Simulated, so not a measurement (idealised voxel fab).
The following is a process module called voxel self aligned contacts.
Displayed cross-section: cut, width of 295 nm, square cells sized 5 nm.
Cross-section = grid of square cells, listed top down in bands; band = one or more rows.
Band: top height; bottom height; in nm. Then, left to right: material with width in nm, for each material. "all across": a single material spanning edge to edge. "empty": empty space.
Basically, 0 is our baseline, since under it the wafer straight out of the box is all one material. The bottom band has no lower end and keeps on going down, so it looks like "0 and below".
Top row gets the first number, bottom row gets the second, and each row in between changes by the same step: that is how a band width like "30 to 40" works.
Reading "nothing was modified" for a step: not a cell of the cross-section changed in it.
Entry "Cavities, sealed". Content: empty spaces with no open connection to the top, size 8 cells or greater. Each: width x height at distance. Distance: from left edge. Unit: nm.
If you see something after the settings on a step's line, that's the simulator's own remark about that step.
overlay nm: on a step with a mask, how far right of its planned place the mask lay; negative means left.
Structure of the following material. The material consists of pairs of cross-sections. Each pair comprises the cross-section before one process step and the cross-section after that step, the latter shown only down to the lowest band that changed. The step between the cross-sections is specified beneath each pair, including its settings. Pairs are not necessarily consecutive: they may derive from different runs of this module performed on the same starting wafer. Continuity with the pair above is to be assumed only where the entry headed "Pre-step profile" of the pair in question states it.

# Pre-step profile
> 60 down to 50 | 130 nm SiO2 / 35 nm empty / 130 nm SiO2
> 50 down to 30 | 95 nm SiO2 / 40 nm SiN / 25 nm empty / 40 nm SiN / 95 nm SiO2
> 30 down to 0 | 95 nm SiO2 / 5 nm SiN / 30 nm polySi / 5 nm SiN / 25 nm empty / 5 nm SiN / 30 nm polySi / 5 nm SiN / 95 nm SiO2
> 0 down to -5 | 135 nm SiO2 / 25 nm empty / 135 nm SiO2
> -5 and below | Si all across
> Cavities, sealed: none

# After the Step
> 65 down to 60 | 135 nm TiN / 25 nm empty / 135 nm TiN
> 60 down to 50 | 130 nm SiO2 / 5 to 10 nm TiN / 25 to 15 nm empty / 5 to 10 nm TiN / 130 nm SiO2
> 50 down to 30 | 95 nm SiO2 / 40 nm SiN / 5 nm TiN / 15 nm empty / 5 nm TiN / 40 nm SiN / 95 nm SiO2
> 30 down to 0 | 95 nm SiO2 / 5 nm SiN / 30 nm polySi / 5 nm SiN / 5 nm TiN / 15 nm empty / 5 nm TiN / 5 nm SiN / 30 nm polySi / 5 nm SiN / 95 nm SiO2
> 0 down to -5 | 135 nm SiO2 / 25 nm TiN / 135 nm SiO2
> Below -5, the layers are the same as they were.
> Cavities, sealed: none
Quick note on the step between the two cross-sections above: op CONFORMAL_DEP | material TiN | thk nm 5

Pre-step profile: just use the after drawing of the pair above as your starting point.

# After the Step
> 75 down to 65 | Ru all across
> 65 down to 60 | 135 nm TiN / 25 nm Ru / 135 nm TiN
> 60 down to 50 | 130 nm SiO2 / 5 to 10 nm TiN / 25 to 15 nm Ru / 5 to 10 nm TiN / 130 nm SiO2
> 50 down to 30 | 95 nm SiO2 / 40 nm SiN / 5 nm TiN / 15 nm Ru / 5 nm TiN / 40 nm SiN / 95 nm SiO2
> 30 down to 0 | 95 nm SiO2 / 5 nm SiN / 30 nm polySi / 5 nm SiN / 5 nm TiN / 15 nm Ru / 5 nm TiN / 5 nm SiN / 30 nm polySi / 5 nm SiN / 95 nm SiO2
> Below 0, the layers are the same as they were.
> Cavities, sealed: none
Quick note on the step between the two cross-sections above: op FILL_DEP | material Ru | thk nm 10

Pre-step profile: just use the after drawing of the pair above as your starting point.

# After the Step
> 60 down to 50 | 130 nm SiO2 / 5 to 10 nm TiN / 25 to 15 nm Ru / 5 to 10 nm TiN / 130 nm SiO2
> Below 50, the layers are the same as they were.
> Cavities, sealed: none
Quick note on the step between the two cross-sections above: op CMP | height nm 60

Pre-step profile: just use the after drawing of the pair above as your starting point.

# After the Step
> 65 down to 60 | SiCN all across
> Below 60, the layers are the same as they were.
> Cavities, sealed: none
Quick note on the step between the two cross-sections above: op CONFORMAL_DEP | material SiCN | thk nm 5

# Pre-step profile
> 60 down to 50 | SiO2 all across
> 50 down to 30 | 95 nm SiO2 / 40 nm SiN / 25 nm SiO2 / 40 nm SiN / 95 nm SiO2
> 30 down to 0 | 95 nm SiO2 / 5 nm SiN / 30 nm polySi / 5 nm SiN / 25 nm SiO2 / 5 nm SiN / 30 nm polySi / 5 nm SiN / 95 nm SiO2
> 0 down to -5 | SiO2 all across
> -5 and below | Si all across
> Cavities, sealed: none

# After the Step
> 80 down to 60 | 135 nm resist / 45 nm empty / 115 nm resist
> Below 60, the layers are the same as they were.
> Cavities, sealed: none
Quick note on the step between the two cross-sections above: op PATTERN | tone open | mask id CONTACT | material resist | width nm 45 | thk nm 20 | overlay nm 10

Pre-step profile: just use the after drawing of the pair above as your starting point.

# After the Step
> 80 down to 60 | 135 nm resist / 45 nm empty / 115 nm resist
> 60 down to 50 | 135 nm SiO2 / 45 nm empty / 115 nm SiO2
> 50 down to 30 | 95 nm SiO2 / 40 nm SiN / 25 nm empty / 40 nm SiN / 95 nm SiO2
> 30 down to 0 | 95 nm SiO2 / 5 nm SiN / 30 nm polySi / 5 nm SiN / 25 nm empty / 5 nm SiN / 30 nm polySi / 5 nm SiN / 95 nm SiO2
> 0 down to -5 | 135 nm SiO2 / 25 nm empty / 135 nm SiO2
> Below -5, the layers are the same as they were.
> Cavities, sealed: none
Quick note on the step between the two cross-sections above: op DIRECTIONAL_ETCH | etch materials SiO2 | depth nm 65

Pre-step profile: just use the after drawing of the pair above as your starting point.

# After the Step
> 60 down to 50 | 135 nm SiO2 / 45 nm empty / 115 nm SiO2
> Below 50, the layers are the same as they were.
> Cavities, sealed: none
Quick note on the step between the two cross-sections above: op STRIP | etch materials resist

Pre-step profile: just use the after drawing of the pair above as your starting point.

# After the Step
> 65 down to 60 | 140 nm TiN / 35 nm empty / 120 nm TiN
> 60 down to 50 | 135 nm SiO2 / 5 nm TiN / 35 to 15 nm empty / 5 to 25 nm TiN / 115 nm SiO2
> 50 down to 30 | 95 nm SiO2 / 40 nm SiN / 5 nm TiN / 15 nm empty / 5 nm TiN / 40 nm SiN / 95 nm SiO2
> 30 down to 0 | 95 nm SiO2 / 5 nm SiN / 30 nm polySi / 5 nm SiN / 5 nm TiN / 15 nm empty / 5 nm TiN / 5 nm SiN / 30 nm polySi / 5 nm SiN / 95 nm SiO2
> 0 down to -5 | 135 nm SiO2 / 25 nm TiN / 135 nm SiO2
> Below -5, the layers are the same as they were.
> Cavities, sealed: none
Quick note on the step between the two cross-sections above: op CONFORMAL_DEP | material TiN | thk nm 5

Pre-step profile: just use the after drawing of the pair above as your starting point.

# After the Step
> 75 down to 65 | Ru all across
> 65 down to 60 | 140 nm TiN / 35 nm Ru / 120 nm TiN
> 60 down to 50 | 135 nm SiO2 / 5 nm TiN / 35 to 15 nm Ru / 5 to 25 nm TiN / 115 nm SiO2
> 50 down to 30 | 95 nm SiO2 / 40 nm SiN / 5 nm TiN / 15 nm Ru / 5 nm TiN / 40 nm SiN / 95 nm SiO2
> 30 down to 0 | 95 nm SiO2 / 5 nm SiN / 30 nm polySi / 5 nm SiN / 5 nm TiN / 15 nm Ru / 5 nm TiN / 5 nm SiN / 30 nm polySi / 5 nm SiN / 95 nm SiO2
> Below 0, the layers are the same as they were.
> Cavities, sealed: none
Quick note on the step between the two cross-sections above: op FILL_DEP | material Ru | thk nm 10

Pre-step profile: just use the after drawing of the pair above as your starting point.

# After the Step
> 60 down to 50 | 135 nm SiO2 / 5 nm TiN / 35 to 15 nm Ru / 5 to 25 nm TiN / 115 nm SiO2
> Below 50, the layers are the same as they were.
> Cavities, sealed: none
Quick note on the step between the two cross-sections above: op CMP | height nm 60

Pre-step profile: just use the after drawing of the pair above as your starting point.

# After the Step
> 65 down to 60 | SiCN all across
> Below 60, the layers are the same as they were.
> Cavities, sealed: none
Quick note on the step between the two cross-sections above: op CONFORMAL_DEP | material SiCN | thk nm 5

# Pre-step profile
> 0 down to -5 | SiO2 all across
> -5 and below | Si all across
> Cavities, sealed: none

# After the Step
> 30 down to 0 | SiCN all across
> Below 0, the layers are the same as they were.
> Cavities, sealed: none
Quick note on the step between the two cross-sections above: op DIRECTIONAL_DEP | material SiCN | thk nm 30

Pre-step profile: just use the after drawing of the pair above as your starting point.

# After the Step
> 50 down to 30 | SiN all across
> Below 30, the layers are the same as they were.
> Cavities, sealed: none
Quick note on the step between the two cross-sections above: op DIRECTIONAL_DEP | material SiN | thk nm 20

Pre-step profile: just use the after drawing of the pair above as your starting point.

# After the Step
> 65 down to 50 | 100 nm empty / 30 nm resist / 35 nm empty / 30 nm resist / 100 nm empty
> Below 50, the layers are the same as they were.
> Cavities, sealed: none
Quick note on the step between the two cross-sections above: op PATTERN | tone cover | mask id GATE | material resist | width nm 30 | pitch nm 65 | thk nm 15 | overlay nm 0

Pre-step profile: just use the after drawing of the pair above as your starting point.

# After the Step
> 65 down to 50 | 100 nm empty / 30 nm resist / 35 nm empty / 30 nm resist / 100 nm empty
> 50 down to 30 | 100 nm empty / 30 nm SiN / 35 nm empty / 30 nm SiN / 100 nm empty
> Below 30, the layers are the same as they were.
> Cavities, sealed: none
Quick note on the step between the two cross-sections above: op DIRECTIONAL_ETCH | etch materials SiN | depth nm 20

Pre-step profile: just use the after drawing of the pair above as your starting point.

# After the Step
> 50 down to 30 | 100 nm empty / 30 nm SiN / 35 nm empty / 30 nm SiN / 100 nm empty
> Below 30, the layers are the same as they were.
> Cavities, sealed: none
Quick note on the step between the two cross-sections above: op STRIP | etch materials resist

Pre-step profile: just use the after drawing of the pair above as your starting point.

# After the Step
> 55 down to 35 | 95 nm empty / 40 nm SiN / 25 nm empty / 40 nm SiN / 95 nm empty
> 35 down to 30 | SiN all across
> Below 30, the layers are the same as they were.
> Cavities, sealed: none
Quick note on the step between the two cross-sections above: op CONFORMAL_DEP | material SiN | thk nm 5

Pre-step profile: just use the after drawing of the pair above as your starting point.

# After the Step
> 50 down to 30 | 95 nm empty / 40 nm SiN / 25 nm empty / 40 nm SiN / 95 nm empty
> Below 30, the layers are the same as they were.
> Cavities, sealed: none
Quick note on the step between the two cross-sections above: op DIRECTIONAL_ETCH | etch materials SiN | depth nm 5

Pre-step profile: just use the after drawing of the pair above as your starting point.

# After the Step
> 65 down to 50 | SiO2 all across
> 50 down to 30 | 95 nm SiO2 / 40 nm SiN / 25 nm SiO2 / 40 nm SiN / 95 nm SiO2
> Below 30, the layers are the same as they were.
> Cavities, sealed: none
Quick note on the step between the two cross-sections above: op FILL_DEP | material SiO2 | thk nm 15

Pre-step profile: just use the after drawing of the pair above as your starting point.

# After the Step
> 60 down to 50 | SiO2 all across
> Below 50, the layers are the same as they were.
> Cavities, sealed: none
Quick note on the step between the two cross-sections above: op CMP | height nm 60

Pre-step profile: just use the after drawing of the pair above as your starting point.

# After the Step
> 80 down to 60 | 125 nm resist / 45 nm empty / 125 nm resist
> Below 60, the layers are the same as they were.
> Cavities, sealed: none
Quick note on the step between the two cross-sections above: op PATTERN | tone open | mask id CONTACT | material resist | width nm 45 | thk nm 20 | overlay nm 0

Pre-step profile: just use the after drawing of the pair above as your starting point.

# After the Step
> 80 down to 60 | 125 nm resist / 45 nm empty / 125 nm resist
> 60 down to 50 | 125 nm SiO2 / 45 nm empty / 125 nm SiO2
> 50 down to 30 | 95 nm SiO2 / 40 nm SiN / 25 nm empty / 40 nm SiN / 95 nm SiO2
> Below 30, the layers are the same as they were.
> Cavities, sealed: none
Quick note on the step between the two cross-sections above: op DIRECTIONAL_ETCH | etch materials SiO2 | depth nm 65

Pre-step profile: just use the after drawing of the pair above as your starting point.

# After the Step
> 60 down to 50 | 125 nm SiO2 / 45 nm empty / 125 nm SiO2
> Below 50, the layers are the same as they were.
> Cavities, sealed: none
Quick note on the step between the two cross-sections above: op STRIP | etch materials resist

Pre-step profile: just use the after drawing of the pair above as your starting point.

# After the Step
> 65 down to 60 | 130 nm TiN / 35 nm empty / 130 nm TiN
> 60 down to 50 | 125 nm SiO2 / 5 to 15 nm TiN / 35 to 15 nm empty / 5 to 15 nm TiN / 125 nm SiO2
> 50 down to 35 | 95 nm SiO2 / 40 nm SiN / 5 nm TiN / 15 nm empty / 5 nm TiN / 40 nm SiN / 95 nm SiO2
> 35 down to 30 | 95 nm SiO2 / 40 nm SiN / 25 nm TiN / 40 nm SiN / 95 nm SiO2
> Below 30, the layers are the same as they were.
> Cavities, sealed: none
Quick note on the step between the two cross-sections above: op CONFORMAL_DEP | material TiN | thk nm 5

Pre-step profile: just use the after drawing of the pair above as your starting point.

# After the Step
> 75 down to 65 | Ru all across
> 65 down to 60 | 130 nm TiN / 35 nm Ru / 130 nm TiN
> 60 down to 50 | 125 nm SiO2 / 5 to 15 nm TiN / 35 to 15 nm Ru / 5 to 15 nm TiN / 125 nm SiO2
> 50 down to 35 | 95 nm SiO2 / 40 nm SiN / 5 nm TiN / 15 nm Ru / 5 nm TiN / 40 nm SiN / 95 nm SiO2
> Below 35, the layers are the same as they were.
> Cavities, sealed: none
Quick note on the step between the two cross-sections above: op FILL_DEP | material Ru | thk nm 10

Pre-step profile: just use the after drawing of the pair above as your starting point.

# After the Step
> 60 down to 50 | 125 nm SiO2 / 5 to 15 nm TiN / 35 to 15 nm Ru / 5 to 15 nm TiN / 125 nm SiO2
> Below 50, the layers are the same as they were.
> Cavities, sealed: none
Quick note on the step between the two cross-sections above: op CMP | height nm 60

Pre-step profile: just use the after drawing of the pair above as your starting point.

# After the Step
> 65 down to 60 | SiCN all across
> Below 60, the layers are the same as they were.
> Cavities, sealed: none
Quick note on the step between the two cross-sections above: op CONFORMAL_DEP | material SiCN | thk nm 5

# Pre-step profile
> 60 down to 50 | SiO2 all across
> 50 down to 30 | 95 nm SiO2 / 40 nm SiN / 25 nm SiO2 / 40 nm SiN / 95 nm SiO2
> 30 down to 0 | 95 nm SiO2 / 5 nm SiN / 30 nm polySi / 5 nm SiN / 25 nm SiO2 / 5 nm SiN / 30 nm polySi / 5 nm SiN / 95 nm SiO2
> 0 down to -5 | SiO2 all across
> -5 and below | Si all across
> Cavities, sealed: none

# After the Step
> 80 down to 60 | 125 nm empty / 45 nm resist / 125 nm empty
> Below 60, the layers are the same as they were.
> Cavities, sealed: none
Quick note on the step between the two cross-sections above: op PATTERN | tone cover | mask id CONTACT | material resist | width nm 45 | thk nm 20 | overlay nm 0

Pre-step profile: just use the after drawing of the pair above as your starting point.

# After the Step
> 80 down to 60 | 125 nm empty / 45 nm resist / 125 nm empty
> 60 down to 50 | 125 nm empty / 45 nm SiO2 / 125 nm empty
> 50 down to 30 | 95 nm empty / 40 nm SiN / 25 nm SiO2 / 40 nm SiN / 95 nm empty
> 30 down to 0 | 95 nm empty / 5 nm SiN / 30 nm polySi / 5 nm SiN / 25 nm SiO2 / 5 nm SiN / 30 nm polySi / 5 nm SiN / 95 nm empty
> 0 down to -5 | 95 nm empty / 105 nm SiO2 / 95 nm empty
> Below -5, the layers are the same as they were.
> Cavities, sealed: none
Quick note on the step between the two cross-sections above: op DIRECTIONAL_ETCH | etch materials SiO2 | depth nm 65

Pre-step profile: just use the after drawing of the pair above as your starting point.

# After the Step
> 60 down to 50 | 125 nm empty / 45 nm SiO2 / 125 nm empty
> Below 50, the layers are the same as they were.
> Cavities, sealed: none
Quick note on the step between the two cross-sections above: op STRIP | etch materials resist

Pre-step profile: just use the after drawing of the pair above as your starting point.

# After the Step
> 65 down to 60 | 120 nm empty / 55 nm TiN / 120 nm empty
> 60 down to 50 | 120 to 90 nm empty / 5 to 35 nm TiN / 45 nm SiO2 / 5 to 35 nm TiN / 120 to 90 nm empty
> 50 down to 30 | 90 nm empty / 5 nm TiN / 40 nm SiN / 25 nm SiO2 / 40 nm SiN / 5 nm TiN / 90 nm empty
> 30 down to 0 | 90 nm empty / 5 nm TiN / 5 nm SiN / 30 nm polySi / 5 nm SiN / 25 nm SiO2 / 5 nm SiN / 30 nm polySi / 5 nm SiN / 5 nm TiN / 90 nm empty
> 0 down to -5 | 95 nm TiN / 105 nm SiO2 / 95 nm TiN
> Below -5, the layers are the same as they were.
> Cavities, sealed: none
Quick note on the step between the two cross-sections above: op CONFORMAL_DEP | material TiN | thk nm 5

Pre-step profile: just use the after drawing of the pair above as your starting point.

# After the Step
> 75 down to 65 | Ru all across
> 65 down to 60 | 120 nm Ru / 55 nm TiN / 120 nm Ru
> 60 down to 50 | 120 to 90 nm Ru / 5 to 35 nm TiN / 45 nm SiO2 / 5 to 35 nm TiN / 120 to 90 nm Ru
> 50 down to 30 | 90 nm Ru / 5 nm TiN / 40 nm SiN / 25 nm SiO2 / 40 nm SiN / 5 nm TiN / 90 nm Ru
> 30 down to 0 | 90 nm Ru / 5 nm TiN / 5 nm SiN / 30 nm polySi / 5 nm SiN / 25 nm SiO2 / 5 nm SiN / 30 nm polySi / 5 nm SiN / 5 nm TiN / 90 nm Ru
> Below 0, the layers are the same as they were.
> Cavities, sealed: none
Quick note on the step between the two cross-sections above: op FILL_DEP | material Ru | thk nm 10

Pre-step profile: just use the after drawing of the pair above as your starting point.

# After the Step
> 60 down to 50 | 120 to 90 nm Ru / 5 to 35 nm TiN / 45 nm SiO2 / 5 to 35 nm TiN / 120 to 90 nm Ru
> Below 50, the layers are the same as they were.
> Cavities, sealed: none
Quick note on the step between the two cross-sections above: op CMP | height nm 60

Pre-step profile: just use the after drawing of the pair above as your starting point.

# After the Step
> 65 down to 60 | SiCN all across
> Below 60, the layers are the same as they were.
> Cavities, sealed: none
Quick note on the step between the two cross-sections above: op CONFORMAL_DEP | material SiCN | thk nm 5
